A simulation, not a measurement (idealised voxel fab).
Process module in this document: voxel ribs on slabs
230 nm wide, 5 nm square cells: that's cross-section cut.
Each cross-section below is a grid of square cells, stated as bands in top-down order, with one or more rows of cells making up each band.
Band: top height; bottom height; in nm. Then, left to right: material with width in nm, for each material. "all across": a single material spanning edge to edge. "blank": empty space.
Heights are measured from 0, the level below which the as-received wafer is all one material; the lowest band has no bottom and continues downward, written as in "0 -> down".
A width such as "30..40" changes by the same amount from each row of cells to the next, from the band's top row to its bottom row.
The designation "nothing altered", where it is given for a processing step, indicates that no cell of the cross-section was altered in the course of that step.
Listed in "Closed voids list": every empty space of 8 or more cells without an open way to the top. Form: width x height at distance, the distance being from the left edge, all in nm.
Where a step's line continues beyond its settings, the continuation is a remark by the simulator itself on that step.
overlay nm: how far to the right of its planned place the mask lay on this masked step (negative: to the left).
Guide to the pairs. Each holds a before and an after cross-section around one process step; the after cross-section is cut off at the lowest band that changed. Look under the pair for the step between them and its settings. Pairs can come from different runs of this module on the same starting wafer, so a pair follows on from the one above it only where its entry headed "Pre-step snapshot" says it does.

[Pre-step snapshot]
> 0 -> down  Si all across
> Closed voids list: none

[Post-Process View]
> 25 -> 0  SiO2 all across
> below 0: unchanged
> Closed voids list: none
The before and after cross-sections above differ by one step: DIRECTIONAL_DEP with material SiO2, thk nm 25

Pre-step snapshot: after-step cross-section of the pair just above applies.

[Post-Process View]
> 45 -> 25  SiN all across
> below 25: unchanged
> Closed voids list: none
The before and after cross-sections above differ by one step: DIRECTIONAL_DEP with material SiN, thk nm 20

Pre-step snapshot: after-step cross-section of the pair just above applies.

[Post-Process View]
> 60 -> 45  105 nm blank  20 nm resist  105 nm blank
> below 45: unchanged
> Closed voids list: none
The before and after cross-sections above differ by one step: PATTERN with tone cover, mask id RIB, material resist, width nm 20, thk nm 15, overlay nm 0

Pre-step snapshot: after-step cross-section of the pair just above applies.

[Post-Process View]
> 60 -> 45  105 nm blank  20 nm resist  105 nm blank
> 45 -> 40  105 nm blank  20 nm SiN  105 nm blank
> below 40: unchanged
> Closed voids list: none
The before and after cross-sections above differ by one step: DIRECTIONAL_ETCH with etch materials SiN, depth nm 5

Pre-step snapshot: after-step cross-section of the pair just above applies.

[Post-Process View]
> 45 -> 40  105 nm blank  20 nm SiN  105 nm blank
> below 40: unchanged
> Closed voids list: none
The before and after cross-sections above differ by one step: STRIP with etch materials resist

Pre-step snapshot: after-step cross-section of the pair just above applies.

[Post-Process View]
> 65 -> 45  90 nm blank  50 nm resist  90 nm blank
> 45 -> 40  90 nm blank  15 nm resist  20 nm SiN  15 nm resist  90 nm blank
> below 40: unchanged
> Closed voids list: none
The before and after cross-sections above differ by one step: PATTERN with tone cover, mask id SLAB, material resist, width nm 50, thk nm 20, overlay nm 0

Pre-step snapshot: after-step cross-section of the pair just above applies.

[Post-Process View]
> 65 -> 45  90 nm blank  50 nm resist  90 nm blank
> 45 -> 40  90 nm blank  15 nm resist  20 nm SiN  15 nm resist  90 nm blank
> 40 -> 25  90 nm blank  50 nm SiN  90 nm blank
> below 25: unchanged
> Closed voids list: none
The before and after cross-sections above differ by one step: DIRECTIONAL_ETCH with etch materials SiN, depth nm 15

Pre-step snapshot: after-step cross-section of the pair just above applies.

[Post-Process View]
> 45 -> 40  105 nm blank  20 nm SiN  105 nm blank
> below 40: unchanged
> Closed voids list: none
The before and after cross-sections above differ by one step: STRIP with etch materials resist

Pre-step snapshot: after-step cross-section of the pair just above applies.

[Post-Process View]
> 60 -> 45  SiO2 all across
> 45 -> 40  105 nm SiO2  20 nm SiN  105 nm SiO2
> 40 -> 25  90 nm SiO2  50 nm SiN  90 nm SiO2
> below 25: unchanged
> Closed voids list: none
The before and after cross-sections above differ by one step: FILL_DEP with material SiO2, thk nm 15

Pre-step snapshot: after-step cross-section of the pair just above applies.

[Post-Process View]
> 55 -> 45  SiO2 all across
> below 45: unchanged
> Closed voids list: none
The before and after cross-sections above differ by one step: CMP with height nm 55

Pre-step snapshot: after-step cross-section of the pair just above applies.

[Post-Process View]
> 60 -> 55  W all across
> below 55: unchanged
> Closed voids list: none
The before and after cross-sections above differ by one step: DIRECTIONAL_DEP with material W, thk nm 5

Pre-step snapshot: after-step cross-section of the pair just above applies.

[Post-Process View]
> 80 -> 60  100 nm blank  30 nm resist  100 nm blank
> below 60: unchanged
> Closed voids list: none
The before and after cross-sections above differ by one step: PATTERN with tone cover, mask id HEATER, material resist, width nm 30, thk nm 20, overlay nm 0

Pre-step snapshot: after-step cross-section of the pair just above applies.

[Post-Process View]
> 80 -> 60  100 nm blank  30 nm resist  100 nm blank
> 60 -> 55  100 nm blank  30 nm W  100 nm blank
> below 55: unchanged
> Closed voids list: none
The before and after cross-sections above differ by one step: DIRECTIONAL_ETCH with etch materials W, depth nm 5

Pre-step snapshot: after-step cross-section of the pair just above applies.

[Post-Process View]
> 60 -> 55  100 nm blank  30 nm W  100 nm blank
> below 55: unchanged
> Closed voids list: none
The before and after cross-sections above differ by one step: STRIP with etch materials resist

Pre-step snapshot: after-step cross-section of the pair just above applies.

[Post-Process View]
> 70 -> 65  90 nm blank  50 nm SiN  90 nm blank
> 65 -> 60  SiN all across
> 60 -> 55  100 nm SiN  30 nm W  100 nm SiN
> below 55: unchanged
> Closed voids list: none
The before and after cross-sections above differ by one step: CONFORMAL_DEP with material SiN, thk nm 10

[Pre-step snapshot]
> 25 -> 0  SiO2 all across
> 0 -> down  Si all across
> Closed voids list: none

[Post-Process View]
> 50 -> 0  SiO2 all across
> below 0: unchanged
> Closed voids list: none
The before and after cross-sections above differ by one step: DIRECTIONAL_DEP with material SiO2, thk nm 25

Pre-step snapshot: after-step cross-section of the pair just above applies.

[Post-Process View]
> 70 -> 50  SiN all across
> below 50: unchanged
> Closed voids list: none
The before and after cross-sections above differ by one step: DIRECTIONAL_DEP with material SiN, thk nm 20

Pre-step snapshot: after-step cross-section of the pair just above applies.

[Post-Process View]
> 85 -> 70  105 nm blank  20 nm resist  105 nm blank
> below 70: unchanged
> Closed voids list: none
The before and after cross-sections above differ by one step: PATTERN with tone cover, mask id RIB, material resist, width nm 20, thk nm 15, overlay nm 0

Pre-step snapshot: after-step cross-section of the pair just above applies.

[Post-Process View]
> 85 -> 70  105 nm blank  20 nm resist  105 nm blank
> 70 -> 65  105 nm blank  20 nm SiN  105 nm blank
> below 65: unchanged
> Closed voids list: none
The before and after cross-sections above differ by one step: DIRECTIONAL_ETCH with etch materials SiN, depth nm 5

Pre-step snapshot: after-step cross-section of the pair just above applies.

[Post-Process View]
> 70 -> 65  105 nm blank  20 nm SiN  105 nm blank
> below 65: unchanged
> Closed voids list: none
The before and after cross-sections above differ by one step: STRIP with etch materials resist

Pre-step snapshot: after-step cross-section of the pair just above applies.

[Post-Process View]
> 90 -> 70  90 nm blank  50 nm resist  90 nm blank
> 70 -> 65  90 nm blank  15 nm resist  20 nm SiN  15 nm resist  90 nm blank
> below 65: unchanged
> Closed voids list: none
The before and after cross-sections above differ by one step: PATTERN with tone cover, mask id SLAB, material resist, width nm 50, thk nm 20, overlay nm 0

Pre-step snapshot: after-step cross-section of the pair just above applies.

[Post-Process View]
> 90 -> 70  90 nm blank  50 nm resist  90 nm blank
> 70 -> 65  90 nm blank  15 nm resist  20 nm SiN  15 nm resist  90 nm blank
> 65 -> 50  90 nm blank  50 nm SiN  90 nm blank
> below 50: unchanged
> Closed voids list: none
The before and after cross-sections above differ by one step: DIRECTIONAL_ETCH with etch materials SiN, depth nm 15

Pre-step snapshot: after-step cross-section of the pair just above applies.

[Post-Process View]
> 70 -> 65  105 nm blank  20 nm SiN  105 nm blank
> below 65: unchanged
> Closed voids list: none
The before and after cross-sections above differ by one step: STRIP with etch materials resist

Pre-step snapshot: after-step cross-section of the pair just above applies.

[Post-Process View]
> 85 -> 70  SiO2 all across
> 70 -> 65  105 nm SiO2  20 nm SiN  105 nm SiO2
> 65 -> 50  90 nm SiO2  50 nm SiN  90 nm SiO2
> below 50: unchanged
> Closed voids list: none
The before and after cross-sections above differ by one step: FILL_DEP with material SiO2, thk nm 15

Pre-step snapshot: after-step cross-section of the pair just above applies.

[Post-Process View]
> 55 -> 50  90 nm SiO2  50 nm SiN  90 nm SiO2
> below 50: unchanged
> Closed voids list: none
The before and after cross-sections above differ by one step: CMP with height nm 55

Pre-step snapshot: after-step cross-section of the pair just above applies.

[Post-Process View]
> 60 -> 55  W all across
> below 55: unchanged
> Closed voids list: none
The before and after cross-sections above differ by one step: DIRECTIONAL_DEP with material W, thk nm 5

Pre-step snapshot: after-step cross-section of the pair just above applies.

[Post-Process View]
> 80 -> 60  100 nm blank  30 nm resist  100 nm blank
> below 60: unchanged
> Closed voids list: none
The before and after cross-sections above differ by one step: PATTERN with tone cover, mask id HEATER, material resist, width nm 30, thk nm 20, overlay nm 0

Pre-step snapshot: after-step cross-section of the pair just above applies.

[Post-Process View]
> 80 -> 60  100 nm blank  30 nm resist  100 nm blank
> 60 -> 55  100 nm blank  30 nm W  100 nm blank
> below 55: unchanged
> Closed voids list: none
The before and after cross-sections above differ by one step: DIRECTIONAL_ETCH with etch materials W, depth nm 5

Pre-step snapshot: after-step cross-section of the pair just above applies.

[Post-Process View]
> 60 -> 55  100 nm blank  30 nm W  100 nm blank
> below 55: unchanged
> Closed voids list: none
The before and after cross-sections above differ by one step: STRIP with etch materials resist

Pre-step snapshot: after-step cross-section of the pair just above applies.

[Post-Process View]
> 70 -> 65  90 nm blank  50 nm SiN  90 nm blank
> 65 -> 60  SiN all across
> 60 -> 55  100 nm SiN  30 nm W  100 nm SiN
> below 55: unchanged
> Closed voids list: none
The before and after cross-sections above differ by one step: CONFORMAL_DEP with material SiN, thk nm 10

[Pre-step snapshot]
> 0 -> down  Si all across
> Closed voids list: none

[Post-Process View]
> 20 -> 0  SiN all across
> below 0: unchanged
> Closed voids list: none
The before and after cross-sections above differ by one step: DIRECTIONAL_DEP with material SiN, thk nm 20

Pre-step snapshot: after-step cross-section of the pair just above applies.

[Post-Process View]
> 45 -> 20  SiO2 all across
> below 20: unchanged
> Closed voids list: none
The before and after cross-sections above differ by one step: DIRECTIONAL_DEP with material SiO2, thk nm 25

Pre-step snapshot: after-step cross-section of the pair just above applies.

[Post-Process View]
> 60 -> 45  105 nm blank  20 nm resist  105 nm blank
> below 45: unchanged
> Closed voids list: none
The before and after cross-sections above differ by one step: PATTERN with tone cover, mask id RIB, material resist, width nm 20, thk nm 15, overlay nm 0

Pre-step snapshot: after-step cross-section of the pair just above applies.

[Post-Process View]
> 45 -> 20  SiO2 all across
> below 20: unchanged
> Closed voids list: none
The before and after cross-sections above differ by one step: STRIP with etch materials resist

Pre-step snapshot: after-step cross-section of the pair just above applies.

[Post-Process View]
> 65 -> 45  90 nm blank  50 nm resist  90 nm blank
> below 45: unchanged
> Closed voids list: none
The before and after cross-sections above differ by one step: PATTERN with tone cover, mask id SLAB, material resist, width nm 50, thk nm 20, overlay nm 0

Pre-step snapshot: after-step cross-section of the pair just above applies.

[Post-Process View]
> 45 -> 20  SiO2 all across
> below 20: unchanged
> Closed voids list: none
The before and after cross-sections above differ by one step: STRIP with etch materials resist

Pre-step snapshot: after-step cross-section of the pair just above applies.

[Post-Process View]
> 60 -> 20  SiO2 all across
> below 20: unchanged
> Closed voids list: none
The before and after cross-sections above differ by one step: FILL_DEP with material SiO2, thk nm 15

Pre-step snapshot: after-step cross-section of the pair just above applies.

[Post-Process View]
> 55 -> 20  SiO2 all across
> below 20: unchanged
> Closed voids list: none
The before and after cross-sections above differ by one step: CMP with height nm 55

Pre-step snapshot: after-step cross-section of the pair just above applies.

[Post-Process View]
> 60 -> 55  W all across
> below 55: unchanged
> Closed voids list: none
The before and after cross-sections above differ by one step: DIRECTIONAL_DEP with material W, thk nm 5

Pre-step snapshot: after-step cross-section of the pair just above applies.

[Post-Process View]
> 80 -> 60  100 nm blank  30 nm resist  100 nm blank
> below 60: unchanged
> Closed voids list: none
The before and after cross-sections above differ by one step: PATTERN with tone cover, mask id HEATER, material resist, width nm 30, thk nm 20, overlay nm 0

Pre-step snapshot: after-step cross-section of the pair just above applies.

[Post-Process View]
> 80 -> 60  100 nm blank  30 nm resist  100 nm blank
> 60 -> 55  100 nm blank  30 nm W  100 nm blank
> below 55: unchanged
> Closed voids list: none
The before and after cross-sections above differ by one step: DIRECTIONAL_ETCH with etch materials W, depth nm 5

Pre-step snapshot: after-step cross-section of the pair just above applies.

[Post-Process View]
> 60 -> 55  100 nm blank  30 nm W  100 nm blank
> below 55: unchanged
> Closed voids list: none
The before and after cross-sections above differ by one step: STRIP with etch materials resist

Pre-step snapshot: after-step cross-section of the pair just above applies.

[Post-Process View]
> 70 -> 65  90 nm blank  50 nm SiN  90 nm blank
> 65 -> 60  SiN all across
> 60 -> 55  100 nm SiN  30 nm W  100 nm SiN
> below 55: unchanged
> Closed voids list: none
The before and after cross-sections above differ by one step: CONFORMAL_DEP with material SiN, thk nm 10

[Pre-step snapshot]
> 60 -> 55  100 nm blank  30 nm W  100 nm blank
> 55 -> 45  SiO2 all across
> 45 -> 40  105 nm SiO2  20 nm SiN  105 nm SiO2
> 40 -> 25  90 nm SiO2  50 nm SiN  90 nm SiO2
> 25 -> 0  SiO2 all across
> 0 -> down  Si all across
> Closed voids list: none

[Post-Process View]
> 75 -> 70  85 nm blank  60 nm SiN  85 nm blank
> 70 -> 60  SiN all across
> 60 -> 55  100 nm SiN  30 nm W  100 nm SiN
> below 55: unchanged
> Closed voids list: none
The before and after cross-sections above differ by one step: CONFORMAL_DEP with material SiN, thk nm 15

[Pre-step snapshot]
> 45 -> 25  SiN all across
> 25 -> 0  SiO2 all across
> 0 -> down  Si all across
> Closed voids list: none

[Post-Process View]
> 60 -> 45  110 nm blank  15 nm resist  105 nm blank
> below 45: unchanged
> Closed voids list: none
The before and after cross-sections above differ by one step: PATTERN with tone cover, mask id RIB, material resist, width nm 15, thk nm 15, overlay nm 0

Pre-step snapshot: after-step cross-section of the pair just above applies.

[Post-Process View]
> 60 -> 45  110 nm blank  15 nm resist  105 nm blank
> 45 -> 40  110 nm blank  15 nm SiN  105 nm blank
> below 40: unchanged
> Closed voids list: none
The before and after cross-sections above differ by one step: DIRECTIONAL_ETCH with etch materials SiN, depth nm 5

Pre-step snapshot: after-step cross-section of the pair just above applies.

[Post-Process View]
> 45 -> 40  110 nm blank  15 nm SiN  105 nm blank
> below 40: unchanged
> Closed voids list: none
The before and after cross-sections above differ by one step: STRIP with etch materials resist

Pre-step snapshot: after-step cross-section of the pair just above applies.

[Post-Process View]
> 65 -> 45  90 nm blank  50 nm resist  90 nm blank
> 45 -> 40  90 nm blank  20 nm resist  15 nm SiN  15 nm resist  90 nm blank
> below 40: unchanged
> Closed voids list: none
The before and after cross-sections above differ by one step: PATTERN with tone cover, mask id SLAB, material resist, width nm 50, thk nm 20, overlay nm 0

Pre-step snapshot: after-step cross-section of the pair just above applies.

[Post-Process View]
> 65 -> 45  90 nm blank  50 nm resist  90 nm blank
> 45 -> 40  90 nm blank  20 nm resist  15 nm SiN  15 nm resist  90 nm blank
> 40 -> 25  90 nm blank  50 nm SiN  90 nm blank
> below 25: unchanged
> Closed voids list: none
The before and after cross-sections above differ by one step: DIRECTIONAL_ETCH with etch materials SiN, depth nm 15

Pre-step snapshot: after-step cross-section of the pair just above applies.

[Post-Process View]
> 45 -> 40  110 nm blank  15 nm SiN  105 nm blank
> below 40: unchanged
> Closed voids list: none
The before and after cross-sections above differ by one step: STRIP with etch materials resist

Pre-step snapshot: after-step cross-section of the pair just above applies.

[Post-Process View]
> 60 -> 45  SiO2 all across
> 45 -> 40  110 nm SiO2  15 nm SiN  105 nm SiO2
> 40 -> 25  90 nm SiO2  50 nm SiN  90 nm SiO2
> below 25: unchanged
> Closed voids list: none
The before and after cross-sections above differ by one step: FILL_DEP with material SiO2, thk nm 15

Pre-step snapshot: after-step cross-section of the pair just above applies.

[Post-Process View]
> 55 -> 45  SiO2 all across
> below 45: unchanged
> Closed voids list: none
The before and after cross-sections above differ by one step: CMP with height nm 55

Pre-step snapshot: after-step cross-section of the pair just above applies.

[Post-Process View]
> 60 -> 55  W all across
> below 55: unchanged
> Closed voids list: none
The before and after cross-sections above differ by one step: DIRECTIONAL_DEP with material W, thk nm 5

Pre-step snapshot: after-step cross-section of the pair just above applies.

[Post-Process View]
> 80 -> 60  100 nm blank  30 nm resist  100 nm blank
> below 60: unchanged
> Closed voids list: none
The before and after cross-sections above differ by one step: PATTERN with tone cover, mask id HEATER, material resist, width nm 30, thk nm 20, overlay nm 0

Pre-step snapshot: after-step cross-section of the pair just above applies.

[Post-Process View]
> 80 -> 60  100 nm blank  30 nm resist  100 nm blank
> 60 -> 55  100 nm blank  30 nm W  100 nm blank
> below 55: unchanged
> Closed voids list: none
The before and after cross-sections above differ by one step: DIRECTIONAL_ETCH with etch materials W, depth nm 5

Pre-step snapshot: after-step cross-section of the pair just above applies.

[Post-Process View]
> 60 -> 55  100 nm blank  30 nm W  100 nm blank
> below 55: unchanged
> Closed voids list: none
The before and after cross-sections above differ by one step: STRIP with etch materials resist

Pre-step snapshot: after-step cross-section of the pair just above applies.

[Post-Process View]
> 70 -> 65  90 nm blank  50 nm SiN  90 nm blank
> 65 -> 60  SiN all across
> 60 -> 55  100 nm SiN  30 nm W  100 nm SiN
> below 55: unchanged
> Closed voids list: none
The before and after cross-sections above differ by one step: CONFORMAL_DEP with material SiN, thk nm 10

[Pre-step snapshot]
> 45 -> 40  105 nm blank  20 nm SiN  105 nm blank
> 40 -> 25  SiN all across
> 25 -> 0  SiO2 all across
> 0 -> down  Si all across
> Closed voids list: none

[Post-Process View]
> 65 -> 45  95 nm blank  50 nm resist  85 nm blank
> 45 -> 40  95 nm blank  10 nm resist  20 nm SiN  20 nm resist  85 nm blank
> below 40: unchanged
> Closed voids list: none
The before and after cross-sections above differ by one step: PATTERN with tone cover, mask id SLAB, material resist, width nm 50, thk nm 20, overlay nm 5

Pre-step snapshot: after-step cross-section of the pair just above applies.

[Post-Process View]
> 65 -> 45  95 nm blank  50 nm resist  85 nm blank
> 45 -> 40  95 nm blank  10 nm resist  20 nm SiN  20 nm resist  85 nm blank
> 40 -> 25  95 nm blank  50 nm SiN  85 nm blank
> below 25: unchanged
> Closed voids list: none
The before and after cross-sections above differ by one step: DIRECTIONAL_ETCH with etch materials SiN, depth nm 15

Pre-step snapshot: after-step cross-section of the pair just above applies.

[Post-Process View]
> 45 -> 40  105 nm blank  20 nm SiN  105 nm blank
> below 40: unchanged
> Closed voids list: none
The before and after cross-sections above differ by one step: STRIP with etch materials resist

Pre-step snapshot: after-step cross-section of the pair just above applies.

[Post-Process View]
> 60 -> 45  SiO2 all across
> 45 -> 40  105 nm SiO2  20 nm SiN  105 nm SiO2
> 40 -> 25  95 nm SiO2  50 nm SiN  85 nm SiO2
> below 25: unchanged
> Closed voids list: none
The before and after cross-sections above differ by one step: FILL_DEP with material SiO2, thk nm 15

Pre-step snapshot: after-step cross-section of the pair just above applies.

[Post-Process View]
> 55 -> 45  SiO2 all across
> below 45: unchanged
> Closed voids list: none
The before and after cross-sections above differ by one step: CMP with height nm 55

Pre-step snapshot: after-step cross-section of the pair just above applies.

[Post-Process View]
> 60 -> 55  W all across
> below 55: unchanged
> Closed voids list: none
The before and after cross-sections above differ by one step: DIRECTIONAL_DEP with material W, thk nm 5

Pre-step snapshot: after-step cross-section of the pair just above applies.

[Post-Process View]
> 80 -> 60  100 nm blank  30 nm resist  100 nm blank
> below 60: unchanged
> Closed voids list: none
The before and after cross-sections above differ by one step: PATTERN with tone cover, mask id HEATER, material resist, width nm 30, thk nm 20, overlay nm 0

Pre-step snapshot: after-step cross-section of the pair just above applies.

[Post-Process View]
> 80 -> 60  100 nm blank  30 nm resist  100 nm blank
> 60 -> 55  100 nm blank  30 nm W  100 nm blank
> below 55: unchanged
> Closed voids list: none
The before and after cross-sections above differ by one step: DIRECTIONAL_ETCH with etch materials W, depth nm 5

Pre-step snapshot: after-step cross-section of the pair just above applies.

[Post-Process View]
> 60 -> 55  100 nm blank  30 nm W  100 nm blank
> below 55: unchanged
> Closed voids list: none
The before and after cross-sections above differ by one step: STRIP with etch materials resist

Pre-step snapshot: after-step cross-section of the pair just above applies.

[Post-Process View]
> 70 -> 65  90 nm blank  50 nm SiN  90 nm blank
> 65 -> 60  SiN all across
> 60 -> 55  100 nm SiN  30 nm W  100 nm SiN
> below 55: unchanged
> Closed voids list: none
The before and after cross-sections above differ by one step: CONFORMAL_DEP with material SiN, thk nm 10

[Pre-step snapshot]
> 0 -> down  Si all across
> Closed voids list: none

[Post-Process View]
> 25 -> 0  W all across
> below 0: unchanged
> Closed voids list: none
The before and after cross-sections above differ by one step: DIRECTIONAL_DEP with material W, thk nm 25

Pre-step snapshot: after-step cross-section of the pair just above applies.

[Post-Process View]
> 45 -> 25  SiN all across
> below 25: unchanged
> Closed voids list: none
The before and after cross-sections above differ by one step: DIRECTIONAL_DEP with material SiN, thk nm 20

Pre-step snapshot: after-step cross-section of the pair just above applies.

[Post-Process View]
> 60 -> 45  105 nm blank  20 nm resist  105 nm blank
> below 45: unchanged
> Closed voids list: none
The before and after cross-sections above differ by one step: PATTERN with tone cover, mask id RIB, material resist, width nm 20, thk nm 15, overlay nm 0

Pre-step snapshot: after-step cross-section of the pair just above applies.

[Post-Process View]
> 60 -> 45  105 nm blank  20 nm resist  105 nm blank
> 45 -> 40  105 nm blank  20 nm SiN  105 nm blank
> below 40: unchanged
> Closed voids list: none
The before and after cross-sections above differ by one step: DIRECTIONAL_ETCH with etch materials SiN, depth nm 5

Pre-step snapshot: after-step cross-section of the pair just above applies.

[Post-Process View]
> 45 -> 40  105 nm blank  20 nm SiN  105 nm blank
> below 40: unchanged
> Closed voids list: none
The before and after cross-sections above differ by one step: STRIP with etch materials resist

Pre-step snapshot: after-step cross-section of the pair just above applies.

[Post-Process View]
> 65 -> 45  90 nm blank  50 nm resist  90 nm blank
> 45 -> 40  90 nm blank  15 nm resist  20 nm SiN  15 nm resist  90 nm blank
> below 40: unchanged
> Closed voids list: none
The before and after cross-sections above differ by one step: PATTERN with tone cover, mask id SLAB, material resist, width nm 50, thk nm 20, overlay nm 0

Pre-step snapshot: after-step cross-section of the pair just above applies.

[Post-Process View]
> 65 -> 45  90 nm blank  50 nm resist  90 nm blank
> 45 -> 40  90 nm blank  15 nm resist  20 nm SiN  15 nm resist  90 nm blank
> 40 -> 25  90 nm blank  50 nm SiN  90 nm blank
> below 25: unchanged
> Closed voids list: none
The before and after cross-sections above differ by one step: DIRECTIONAL_ETCH with etch materials SiN, depth nm 15

Pre-step snapshot: after-step cross-section of the pair just above applies.

[Post-Process View]
> 45 -> 40  105 nm blank  20 nm SiN  105 nm blank
> below 40: unchanged
> Closed voids list: none
The before and after cross-sections above differ by one step: STRIP with etch materials resist

Pre-step snapshot: after-step cross-section of the pair just above applies.

[Post-Process View]
> 60 -> 45  SiO2 all across
> 45 -> 40  105 nm SiO2  20 nm SiN  105 nm SiO2
> 40 -> 25  90 nm SiO2  50 nm SiN  90 nm SiO2
> below 25: unchanged
> Closed voids list: none
The before and after cross-sections above differ by one step: FILL_DEP with material SiO2, thk nm 15

Pre-step snapshot: after-step cross-section of the pair just above applies.

[Post-Process View]
> 55 -> 45  SiO2 all across
> below 45: unchanged
> Closed voids list: none
The before and after cross-sections above differ by one step: CMP with height nm 55

Pre-step snapshot: after-step cross-section of the pair just above applies.

[Post-Process View]
> 60 -> 55  W all across
> below 55: unchanged
> Closed voids list: none
The before and after cross-sections above differ by one step: DIRECTIONAL_DEP with material W, thk nm 5

Pre-step snapshot: after-step cross-section of the pair just above applies.

[Post-Process View]
> 80 -> 60  100 nm blank  30 nm resist  100 nm blank
> below 60: unchanged
> Closed voids list: none
The before and after cross-sections above differ by one step: PATTERN with tone cover, mask id HEATER, material resist, width nm 30, thk nm 20, overlay nm 0

Pre-step snapshot: after-step cross-section of the pair just above applies.

[Post-Process View]
> 80 -> 60  100 nm blank  30 nm resist  100 nm blank
> 60 -> 55  100 nm blank  30 nm W  100 nm blank
> below 55: unchanged
> Closed voids list: none
The before and after cross-sections above differ by one step: DIRECTIONAL_ETCH with etch materials W, depth nm 5

Pre-step snapshot: after-step cross-section of the pair just above applies.

[Post-Process View]
> 60 -> 55  100 nm blank  30 nm W  100 nm blank
> below 55: unchanged
> Closed voids list: none
The before and after cross-sections above differ by one step: STRIP with etch materials resist

Pre-step snapshot: after-step cross-section of the pair just above applies.

[Post-Process View]
> 70 -> 65  90 nm blank  50 nm SiN  90 nm blank
> 65 -> 60  SiN all across
> 60 -> 55  100 nm SiN  30 nm W  100 nm SiN
> below 55: unchanged
> Closed voids list: none
The before and after cross-sections above differ by one step: CONFORMAL_DEP with material SiN, thk nm 10

[Pre-step snapshot]
> 45 -> 25  SiN all across
> 25 -> 0  SiO2 all across
> 0 -> down  Si all across
> Closed voids list: none

[Post-Process View]
> 60 -> 45  105 nm resist  20 nm blank  105 nm resist
> below 45: unchanged
> Closed voids list: none
The before and after cross-sections above differ by one step: PATTERN with tone open, mask id RIB, material resist, width nm 20, thk nm 15, overlay nm 0

Pre-step snapshot: after-step cross-section of the pair just above applies.

[Post-Process View]
> 60 -> 45  105 nm resist  20 nm blank  105 nm resist
> 45 -> 40  105 nm SiN  20 nm blank  105 nm SiN
> below 40: unchanged
> Closed voids list: none
The before and after cross-sections above differ by one step: DIRECTIONAL_ETCH with etch materials SiN, depth nm 5

Pre-step snapshot: after-step cross-section of the pair just above applies.

[Post-Process View]
> 45 -> 40  105 nm SiN  20 nm blank  105 nm SiN
> below 40: unchanged
> Closed voids list: none
The before and after cross-sections above differ by one step: STRIP with etch materials resist

Pre-step snapshot: after-step cross-section of the pair just above applies.

[Post-Process View]
> 65 -> 45  90 nm blank  50 nm resist  90 nm blank
> 45 -> 40  105 nm SiN  20 nm resist  105 nm SiN
> below 40: unchanged
> Closed voids list: none
The before and after cross-sections above differ by one step: PATTERN with tone cover, mask id SLAB, material resist, width nm 50, thk nm 20, overlay nm 0

Pre-step snapshot: after-step cross-section of the pair just above applies.

[Post-Process View]
> 65 -> 45  90 nm blank  50 nm resist  90 nm blank
> 45 -> 40  90 nm blank  15 nm SiN  20 nm resist  15 nm SiN  90 nm blank
> 40 -> 30  90 nm blank  50 nm SiN  90 nm blank
> below 30: unchanged
> Closed voids list: none
The before and after cross-sections above differ by one step: DIRECTIONAL_ETCH with etch materials SiN, depth nm 15

Pre-step snapshot: after-step cross-section of the pair just above applies.

[Post-Process View]
> 45 -> 40  90 nm blank  15 nm SiN  20 nm blank  15 nm SiN  90 nm blank
> below 40: unchanged
> Closed voids list: none
The before and after cross-sections above differ by one step: STRIP with etch materials resist

Pre-step snapshot: after-step cross-section of the pair just above applies.

[Post-Process View]
> 60 -> 45  SiO2 all across
> 45 -> 40  90 nm SiO2  15 nm SiN  20 nm SiO2  15 nm SiN  90 nm SiO2
> 40 -> 30  90 nm SiO2  50 nm SiN  90 nm SiO2
> below 30: unchanged
> Closed voids list: none
The before and after cross-sections above differ by one step: FILL_DEP with material SiO2, thk nm 15

Pre-step snapshot: after-step cross-section of the pair just above applies.

[Post-Process View]
> 55 -> 45  SiO2 all across
> below 45: unchanged
> Closed voids list: none
The before and after cross-sections above differ by one step: CMP with height nm 55

Pre-step snapshot: after-step cross-section of the pair just above applies.

[Post-Process View]
> 60 -> 55  W all across
> below 55: unchanged
> Closed voids list: none
The before and after cross-sections above differ by one step: DIRECTIONAL_DEP with material W, thk nm 5

Pre-step snapshot: after-step cross-section of the pair just above applies.

[Post-Process View]
> 80 -> 60  100 nm blank  30 nm resist  100 nm blank
> below 60: unchanged
> Closed voids list: none
The before and after cross-sections above differ by one step: PATTERN with tone cover, mask id HEATER, material resist, width nm 30, thk nm 20, overlay nm 0

Pre-step snapshot: after-step cross-section of the pair just above applies.

[Post-Process View]
> 80 -> 60  100 nm blank  30 nm resist  100 nm blank
> 60 -> 55  100 nm blank  30 nm W  100 nm blank
> below 55: unchanged
> Closed voids list: none
The before and after cross-sections above differ by one step: DIRECTIONAL_ETCH with etch materials W, depth nm 5

Pre-step snapshot: after-step cross-section of the pair just above applies.

[Post-Process View]
> 60 -> 55  100 nm blank  30 nm W  100 nm blank
> below 55: unchanged
> Closed voids list: none
The before and after cross-sections above differ by one step: STRIP with etch materials resist

Pre-step snapshot: after-step cross-section of the pair just above applies.

[Post-Process View]
> 70 -> 65  90 nm blank  50 nm SiN  90 nm blank
> 65 -> 60  SiN all across
> 60 -> 55  100 nm SiN  30 nm W  100 nm SiN
> below 55: unchanged
> Closed voids list: none
The before and after cross-sections above differ by one step: CONFORMAL_DEP with material SiN, thk nm 10
